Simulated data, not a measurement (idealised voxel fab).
Herein follows the process module entitled voxel double patterning.
Square cell edge 5 nm, section width 190 nm, ID cut.
Heads up, the way a cross-section reads in here is a grid of square cells, handed over as bands from the top down, with every band being one or more rows of cells. Band: top height; bottom height; in nm. Then, left to right: material with width in nm, for each material. "all across": a single material spanning edge to edge. "air": empty space. Where do heights start? At 0: under that level the wafer as delivered is made of one material only. And the lowest band has no floor; it just carries on downward, as in "z 0 and below". Width "30 to 40": first value at the band's top row of cells, second value at its bottom row, equal change from row to row. It should be understood that the words "no modification", when stated for a given step, signify that the cross-section underwent no change in any of its cells during that step. You'll see "Entrapped void list" listing empty spaces that have no way open to the top, as long as they're 8 cells or more; the notation is width x height at distance, where the distance is from the left edge, and all of it is in nm. The remark found on a step's line after its settings is issued by the simulator itself and pertains to that step. Among the settings permitted on a step's line is "overlay nm"; applied to a step with a mask, it specifies the extent to which the mask lay to the right of its planned position, whereas a negative figure signifies a position to the left. Pairs ahead. Before: cross-section ahead of one process step. After: cross-section once the step is done, shown to the lowest changed band only. Under each pair: that step, with settings. Caution: pairs may come from different runs of this module on the same starting wafer; a pair follows the pair above only where its "Before the step" entry says so.
BEFORE THE STEP
- z 0 and below = Si all across
- Entrapped void list: none
CUT VIEW, POST-STEP
- z 5 to 0 = SiO2 all across
- Note: structure below 0 unchanged.
- Entrapped void list: none
Between the two cross-sections above, the process step reads CONFORMAL_DEP,material SiO2,thk nm 5
Before the step: taken from the pair above, after panel.
CUT VIEW, POST-STEP
- z 20 to 5 = W all across
- Note: structure below 5 unchanged.
- Entrapped void list: none
Between the two cross-sections above, the process step reads DIRECTIONAL_DEP,material W,thk nm 15
Before the step: taken from the pair above, after panel.
CUT VIEW, POST-STEP
- z 30 to 20 = SiN all across
- Note: structure below 20 unchanged.
- Entrapped void list: none
Between the two cross-sections above, the process step reads DIRECTIONAL_DEP,material SiN,thk nm 10
Before the step: taken from the pair above, after panel.
CUT VIEW, POST-STEP
- z 30 to 20 = 60 of SiN, 15 of air, 35 of SiN, 15 of air, 65 of SiN
- Note: structure below 20 unchanged.
- Entrapped void list: none
Between the two cross-sections above, the process step reads MASKED_ETCH,tone open,mask id FIRST,width nm 15,pitch nm 50,etch materials SiN,depth nm 10,overlay nm 0
Before the step: taken from the pair above, after panel.
CUT VIEW, POST-STEP
- z 50 to 30 = 85 of resist, 15 of air, 90 of resist
- z 30 to 20 = 60 of SiN, 15 of resist, 35 of SiN, 15 of resist, 65 of SiN
- Note: structure below 20 unchanged.
- Entrapped void list: none
Between the two cross-sections above, the process step reads PATTERN,tone open,mask id SECOND,material resist,width nm 15,thk nm 20,overlay nm 0
Before the step: taken from the pair above, after panel.
CUT VIEW, POST-STEP
- z 50 to 30 = 85 of resist, 15 of air, 90 of resist
- z 30 to 20 = 60 of SiN, 15 of resist, 10 of SiN, 15 of air, 10 of SiN, 15 of resist, 65 of SiN
- Note: structure below 20 unchanged.
- Entrapped void list: none
Between the two cross-sections above, the process step reads DIRECTIONAL_ETCH,etch materials SiN,depth nm 10
Before the step: taken from the pair above, after panel.
CUT VIEW, POST-STEP
- z 30 to 20 = 60 of SiN, 15 of air, 10 of SiN, 15 of air, 10 of SiN, 15 of air, 65 of SiN
- Note: structure below 20 unchanged.
- Entrapped void list: none
Between the two cross-sections above, the process step reads STRIP,etch materials resist
Before the step: taken from the pair above, after panel.
CUT VIEW, POST-STEP
- z 30 to 20 = 60 of SiN, 15 of air, 10 of SiN, 15 of air, 10 of SiN, 15 of air, 65 of SiN
- z 20 to 5 = 60 of W, 15 of air, 10 of W, 15 of air, 10 of W, 15 of air, 65 of W
- Note: structure below 5 unchanged.
- Entrapped void list: none
Between the two cross-sections above, the process step reads DIRECTIONAL_ETCH,etch materials W,depth nm 15
Before the step: taken from the pair above, after panel.
CUT VIEW, POST-STEP
- z 20 to 5 = 60 of W, 15 of air, 10 of W, 15 of air, 10 of W, 15 of air, 65 of W
- Note: structure below 5 unchanged.
- Entrapped void list: none
Between the two cross-sections above, the process step reads STRIP,etch materials SiN
BEFORE THE STEP
- z 20 to 5 = W all across
- z 5 to 0 = SiO2 all across
- z 0 and below = Si all across
- Entrapped void list: none
CUT VIEW, POST-STEP
- z 35 to 5 = W all across
- Note: structure below 5 unchanged.
- Entrapped void list: none
Between the two cross-sections above, the process step reads DIRECTIONAL_DEP,material W,thk nm 15
Before the step: taken from the pair above, after panel.
CUT VIEW, POST-STEP
- z 45 to 35 = SiN all across
- Note: structure below 35 unchanged.
- Entrapped void list: none
Between the two cross-sections above, the process step reads DIRECTIONAL_DEP,material SiN,thk nm 10
Before the step: taken from the pair above, after panel.
CUT VIEW, POST-STEP
- z 45 to 35 = 60 of SiN, 15 of air, 35 of SiN, 15 of air, 65 of SiN
- Note: structure below 35 unchanged.
- Entrapped void list: none
Between the two cross-sections above, the process step reads MASKED_ETCH,tone open,mask id FIRST,width nm 15,pitch nm 50,etch materials SiN,depth nm 10,overlay nm 0
Before the step: taken from the pair above, after panel.
CUT VIEW, POST-STEP
- z 65 to 45 = 85 of resist, 15 of air, 90 of resist
- z 45 to 35 = 60 of SiN, 15 of resist, 35 of SiN, 15 of resist, 65 of SiN
- Note: structure below 35 unchanged.
- Entrapped void list: none
Between the two cross-sections above, the process step reads PATTERN,tone open,mask id SECOND,material resist,width nm 15,thk nm 20,overlay nm 0
Before the step: taken from the pair above, after panel.
CUT VIEW, POST-STEP
- z 65 to 45 = 85 of resist, 15 of air, 90 of resist
- z 45 to 35 = 60 of SiN, 15 of resist, 10 of SiN, 15 of air, 10 of SiN, 15 of resist, 65 of SiN
- Note: structure below 35 unchanged.
- Entrapped void list: none
Between the two cross-sections above, the process step reads DIRECTIONAL_ETCH,etch materials SiN,depth nm 10
Before the step: taken from the pair above, after panel.
CUT VIEW, POST-STEP
- z 45 to 35 = 60 of SiN, 15 of air, 10 of SiN, 15 of air, 10 of SiN, 15 of air, 65 of SiN
- Note: structure below 35 unchanged.
- Entrapped void list: none
Between the two cross-sections above, the process step reads STRIP,etch materials resist
Before the step: taken from the pair above, after panel.
CUT VIEW, POST-STEP
- z 45 to 35 = 60 of SiN, 15 of air, 10 of SiN, 15 of air, 10 of SiN, 15 of air, 65 of SiN
- z 35 to 20 = 60 of W, 15 of air, 10 of W, 15 of air, 10 of W, 15 of air, 65 of W
- Note: structure below 20 unchanged.
- Entrapped void list: none
Between the two cross-sections above, the process step reads DIRECTIONAL_ETCH,etch materials W,depth nm 15
Before the step: taken from the pair above, after panel.
CUT VIEW, POST-STEP
- z 35 to 20 = 60 of W, 15 of air, 10 of W, 15 of air, 10 of W, 15 of air, 65 of W
- Note: structure below 20 unchanged.
- Entrapped void list: none
Between the two cross-sections above, the process step reads STRIP,etch materials SiN
BEFORE THE STEP
- z 0 and below = Si all across
- Entrapped void list: none
CUT VIEW, POST-STEP
- z 15 to 0 = W all across
- Note: structure below 0 unchanged.
- Entrapped void list: none
Between the two cross-sections above, the process step reads DIRECTIONAL_DEP,material W,thk nm 15
Before the step: taken from the pair above, after panel.
CUT VIEW, POST-STEP
- z 20 to 15 = SiO2 all across
- Note: structure below 15 unchanged.
- Entrapped void list: none
Between the two cross-sections above, the process step reads CONFORMAL_DEP,material SiO2,thk nm 5
Before the step: taken from the pair above, after panel.
CUT VIEW, POST-STEP
- z 30 to 20 = SiN all across
- Note: structure below 20 unchanged.
- Entrapped void list: none
Between the two cross-sections above, the process step reads DIRECTIONAL_DEP,material SiN,thk nm 10
Before the step: taken from the pair above, after panel.
CUT VIEW, POST-STEP
- z 30 to 20 = 60 of SiN, 15 of air, 35 of SiN, 15 of air, 65 of SiN
- Note: structure below 20 unchanged.
- Entrapped void list: none
Between the two cross-sections above, the process step reads MASKED_ETCH,tone open,mask id FIRST,width nm 15,pitch nm 50,etch materials SiN,depth nm 10,overlay nm 0
Before the step: taken from the pair above, after panel.
CUT VIEW, POST-STEP
- z 50 to 30 = 85 of resist, 15 of air, 90 of resist
- z 30 to 20 = 60 of SiN, 15 of resist, 35 of SiN, 15 of resist, 65 of SiN
- Note: structure below 20 unchanged.
- Entrapped void list: none
Between the two cross-sections above, the process step reads PATTERN,tone open,mask id SECOND,material resist,width nm 15,thk nm 20,overlay nm 0
Before the step: taken from the pair above, after panel.
CUT VIEW, POST-STEP
- z 50 to 30 = 85 of resist, 15 of air, 90 of resist
- z 30 to 20 = 60 of SiN, 15 of resist, 10 of SiN, 15 of air, 10 of SiN, 15 of resist, 65 of SiN
- Note: structure below 20 unchanged.
- Entrapped void list: none
Between the two cross-sections above, the process step reads DIRECTIONAL_ETCH,etch materials SiN,depth nm 10
Before the step: taken from the pair above, after panel.
CUT VIEW, POST-STEP
- z 30 to 20 = 60 of SiN, 15 of air, 10 of SiN, 15 of air, 10 of SiN, 15 of air, 65 of SiN
- Note: structure below 20 unchanged.
- Entrapped void list: none
Between the two cross-sections above, the process step reads STRIP,etch materials resist
Before the step: taken from the pair above, after panel.
CUT VIEW, POST-STEP
- z 20 to 15 = SiO2 all across
- Note: structure below 15 unchanged.
- Entrapped void list: none
Between the two cross-sections above, the process step reads STRIP,etch materials SiN
BEFORE THE STEP
- z 5 to 0 = SiO2 all across
- z 0 and below = Si all across
- Entrapped void list: none
CUT VIEW, POST-STEP
- z 25 to 5 = W all across
- Note: structure below 5 unchanged.
- Entrapped void list: none
Between the two cross-sections above, the process step reads DIRECTIONAL_DEP,material W,thk nm 20
Before the step: taken from the pair above, after panel.
CUT VIEW, POST-STEP
- z 35 to 25 = SiN all across
- Note: structure below 25 unchanged.
- Entrapped void list: none
Between the two cross-sections above, the process step reads DIRECTIONAL_DEP,material SiN,thk nm 10
Before the step: taken from the pair above, after panel.
CUT VIEW, POST-STEP
- z 35 to 25 = 60 of SiN, 15 of air, 35 of SiN, 15 of air, 65 of SiN
- Note: structure below 25 unchanged.
- Entrapped void list: none
Between the two cross-sections above, the process step reads MASKED_ETCH,tone open,mask id FIRST,width nm 15,pitch nm 50,etch materials SiN,depth nm 10,overlay nm 0
Before the step: taken from the pair above, after panel.
CUT VIEW, POST-STEP
- z 55 to 35 = 85 of resist, 15 of air, 90 of resist
- z 35 to 25 = 60 of SiN, 15 of resist, 35 of SiN, 15 of resist, 65 of SiN
- Note: structure below 25 unchanged.
- Entrapped void list: none
Between the two cross-sections above, the process step reads PATTERN,tone open,mask id SECOND,material resist,width nm 15,thk nm 20,overlay nm 0
Before the step: taken from the pair above, after panel.
CUT VIEW, POST-STEP
- z 55 to 35 = 85 of resist, 15 of air, 90 of resist
- z 35 to 25 = 60 of SiN, 15 of resist, 10 of SiN, 15 of air, 10 of SiN, 15 of resist, 65 of SiN
- Note: structure below 25 unchanged.
- Entrapped void list: none
Between the two cross-sections above, the process step reads DIRECTIONAL_ETCH,etch materials SiN,depth nm 10
Before the step: taken from the pair above, after panel.
CUT VIEW, POST-STEP
- z 35 to 25 = 60 of SiN, 15 of air, 10 of SiN, 15 of air, 10 of SiN, 15 of air, 65 of SiN
- Note: structure below 25 unchanged.
- Entrapped void list: none
Between the two cross-sections above, the process step reads STRIP,etch materials resist
Before the step: taken from the pair above, after panel.
CUT VIEW, POST-STEP
- z 35 to 25 = 60 of SiN, 15 of air, 10 of SiN, 15 of air, 10 of SiN, 15 of air, 65 of SiN
- z 25 to 10 = 60 of W, 15 of air, 10 of W, 15 of air, 10 of W, 15 of air, 65 of W
- Note: structure below 10 unchanged.
- Entrapped void list: none
Between the two cross-sections above, the process step reads DIRECTIONAL_ETCH,etch materials W,depth nm 15
Before the step: taken from the pair above, after panel.
CUT VIEW, POST-STEP
- z 25 to 10 = 60 of W, 15 of air, 10 of W, 15 of air, 10 of W, 15 of air, 65 of W
- Note: structure below 10 unchanged.
- Entrapped void list: none
Between the two cross-sections above, the process step reads STRIP,etch materials SiN
BEFORE THE STEP
- z 30 to 20 = SiN all across
- z 20 to 5 = W all across
- z 5 to 0 = SiO2 all across
- z 0 and below = Si all across
- Entrapped void list: none
CUT VIEW, POST-STEP
- z 30 to 20 = 60 of SiN, 20 of air, 30 of SiN, 20 of air, 60 of SiN
- Note: structure below 20 unchanged.
- Entrapped void list: none
Between the two cross-sections above, the process step reads MASKED_ETCH,tone open,mask id FIRST,width nm 20,pitch nm 50,etch materials SiN,depth nm 10,overlay nm 0
Before the step: taken from the pair above, after panel.
CUT VIEW, POST-STEP
- z 50 to 30 = 85 of resist, 15 of air, 90 of resist
- z 30 to 20 = 60 of SiN, 20 of resist, 30 of SiN, 20 of resist, 60 of SiN
- Note: structure below 20 unchanged.
- Entrapped void list: none
Between the two cross-sections above, the process step reads PATTERN,tone open,mask id SECOND,material resist,width nm 15,thk nm 20,overlay nm 0
Before the step: taken from the pair above, after panel.
CUT VIEW, POST-STEP
- z 50 to 30 = 85 of resist, 15 of air, 90 of resist
- z 30 to 20 = 60 of SiN, 20 of resist, 5 of SiN, 15 of air, 10 of SiN, 20 of resist, 60 of SiN
- Note: structure below 20 unchanged.
- Entrapped void list: none
Between the two cross-sections above, the process step reads DIRECTIONAL_ETCH,etch materials SiN,depth nm 10
Before the step: taken from the pair above, after panel.
CUT VIEW, POST-STEP
- z 30 to 20 = 60 of SiN, 20 of air, 5 of SiN, 15 of air, 10 of SiN, 20 of air, 60 of SiN
- Note: structure below 20 unchanged.
- Entrapped void list: none
Between the two cross-sections above, the process step reads STRIP,etch materials resist
Before the step: taken from the pair above, after panel.
CUT VIEW, POST-STEP
- z 30 to 20 = 60 of SiN, 20 of air, 5 of SiN, 15 of air, 10 of SiN, 20 of air, 60 of SiN
- z 20 to 5 = 60 of W, 20 of air, 5 of W, 15 of air, 10 of W, 20 of air, 60 of W
- Note: structure below 5 unchanged.
- Entrapped void list: none
Between the two cross-sections above, the process step reads DIRECTIONAL_ETCH,etch materials W,depth nm 15
Before the step: taken from the pair above, after panel.
CUT VIEW, POST-STEP
- z 20 to 5 = 60 of W, 20 of air, 5 of W, 15 of air, 10 of W, 20 of air, 60 of W
- Note: structure below 5 unchanged.
- Entrapped void list: none
Between the two cross-sections above, the process step reads STRIP,etch materials SiN
BEFORE THE STEP
- z 30 to 20 = SiN all across
- z 20 to 5 = W all across
- z 5 to 0 = SiO2 all across
- z 0 and below = Si all across
- Entrapped void list: none
CUT VIEW, POST-STEP
- z 30 to 20 = 50 of SiN, 15 of air, 35 of SiN, 15 of air, 75 of SiN
- Note: structure below 20 unchanged.
- Entrapped void list: none
Between the two cross-sections above, the process step reads MASKED_ETCH,tone open,mask id FIRST,width nm 15,pitch nm 50,etch materials SiN,depth nm 10,overlay nm -10
Before the step: taken from the pair above, after panel.
CUT VIEW, POST-STEP
- z 50 to 30 = 85 of resist, 15 of air, 90 of resist
- z 30 to 20 = 50 of SiN, 15 of resist, 35 of SiN, 15 of resist, 75 of SiN
- Note: structure below 20 unchanged.
- Entrapped void list: none
Between the two cross-sections above, the process step reads PATTERN,tone open,mask id SECOND,material resist,width nm 15,thk nm 20,overlay nm 0
Before the step: taken from the pair above, after panel.
CUT VIEW, POST-STEP
- z 50 to 30 = 85 of resist, 15 of air, 90 of resist
- z 30 to 20 = 50 of SiN, 15 of resist, 20 of SiN, 15 of air, 15 of resist, 75 of SiN
- Note: structure below 20 unchanged.
- Entrapped void list: none
Between the two cross-sections above, the process step reads DIRECTIONAL_ETCH,etch materials SiN,depth nm 10
Before the step: taken from the pair above, after panel.
CUT VIEW, POST-STEP
- z 30 to 20 = 50 of SiN, 15 of air, 20 of SiN, 30 of air, 75 of SiN
- Note: structure below 20 unchanged.
- Entrapped void list: none
Between the two cross-sections above, the process step reads STRIP,etch materials resist
Before the step: taken from the pair above, after panel.
CUT VIEW, POST-STEP
- z 30 to 20 = 50 of SiN, 15 of air, 20 of SiN, 30 of air, 75 of SiN
- z 20 to 5 = 50 of W, 15 of air, 20 of W, 30 of air, 75 of W
- Note: structure below 5 unchanged.
- Entrapped void list: none
Between the two cross-sections above, the process step reads DIRECTIONAL_ETCH,etch materials W,depth nm 15
Before the step: taken from the pair above, after panel.
CUT VIEW, POST-STEP
- z 20 to 5 = 50 of W, 15 of air, 20 of W, 30 of air, 75 of W
- Note: structure below 5 unchanged.
- Entrapped void list: none
Between the two cross-sections above, the process step reads STRIP,etch materials SiN
BEFORE THE STEP
- z 20 to 5 = W all across
- z 5 to 0 = SiO2 all across
- z 0 and below = Si all across
- Entrapped void list: none
CUT VIEW, POST-STEP
- z 30 to 5 = W all across
- Note: structure below 5 unchanged.
- Entrapped void list: none
Between the two cross-sections above, the process step reads DIRECTIONAL_DEP,material W,thk nm 10
Before the step: taken from the pair above, after panel.
CUT VIEW, POST-STEP
- z 50 to 30 = 85 of resist, 15 of air, 90 of resist
- Note: structure below 30 unchanged.
- Entrapped void list: none
Between the two cross-sections above, the process step reads PATTERN,tone open,mask id SECOND,material resist,width nm 15,thk nm 20,overlay nm 0
Before the step: taken from the pair above, after panel.
CUT VIEW, POST-STEP
- z 30 to 5 = W all across
- Note: structure below 5 unchanged.
- Entrapped void list: none
Between the two cross-sections above, the process step reads STRIP,etch materials resist
Before the step: taken from the pair above, after panel.
CUT VIEW, POST-STEP
- z 15 to 5 = W all across
- Note: structure below 5 unchanged.
- Entrapped void list: none
Between the two cross-sections above, the process step reads DIRECTIONAL_ETCH,etch materials W,depth nm 15
BEFORE THE STEP
- z 30 to 20 = SiN all across
- z 20 to 5 = W all across
- z 5 to 0 = SiO2 all across
- z 0 and below = Si all across
- Entrapped void list: none
CUT VIEW, POST-STEP
- z 30 to 20 = 60 of air, 15 of SiN, 35 of air, 15 of SiN, 65 of air
- Note: structure below 20 unchanged.
- Entrapped void list: none
Between the two cross-sections above, the process step reads MASKED_ETCH,tone cover,mask id FIRST,width nm 15,pitch nm 50,etch materials SiN,depth nm 10,overlay nm 0
Before the step: taken from the pair above, after panel.
CUT VIEW, POST-STEP
- z 50 to 30 = 85 of resist, 15 of air, 90 of resist
- z 30 to 20 = 60 of resist, 15 of SiN, 10 of resist, 15 of air, 10 of resist, 15 of SiN, 65 of resist
- Note: structure below 20 unchanged.
- Entrapped void list: none
Between the two cross-sections above, the process step reads PATTERN,tone open,mask id SECOND,material resist,width nm 15,thk nm 20,overlay nm 0
Before the step: taken from the pair above, after panel.
CUT VIEW, POST-STEP
- z 30 to 20 = 60 of air, 15 of SiN, 35 of air, 15 of SiN, 65 of air
- Note: structure below 20 unchanged.
- Entrapped void list: none
Between the two cross-sections above, the process step reads STRIP,etch materials resist
Before the step: taken from the pair above, after panel.
CUT VIEW, POST-STEP
- z 30 to 20 = 60 of air, 15 of SiN, 35 of air, 15 of SiN, 65 of air
- z 20 to 5 = 60 of air, 15 of W, 35 of air, 15 of W, 65 of air
- Note: structure below 5 unchanged.
- Entrapped void list: none
Between the two cross-sections above, the process step reads DIRECTIONAL_ETCH,etch materials W,depth nm 15
Before the step: taken from the pair above, after panel.
CUT VIEW, POST-STEP
- z 20 to 5 = 60 of air, 15 of W, 35 of air, 15 of W, 65 of air
- Note: structure below 5 unchanged.
- Entrapped void list: none
Between the two cross-sections above, the process step reads STRIP,etch materials SiN
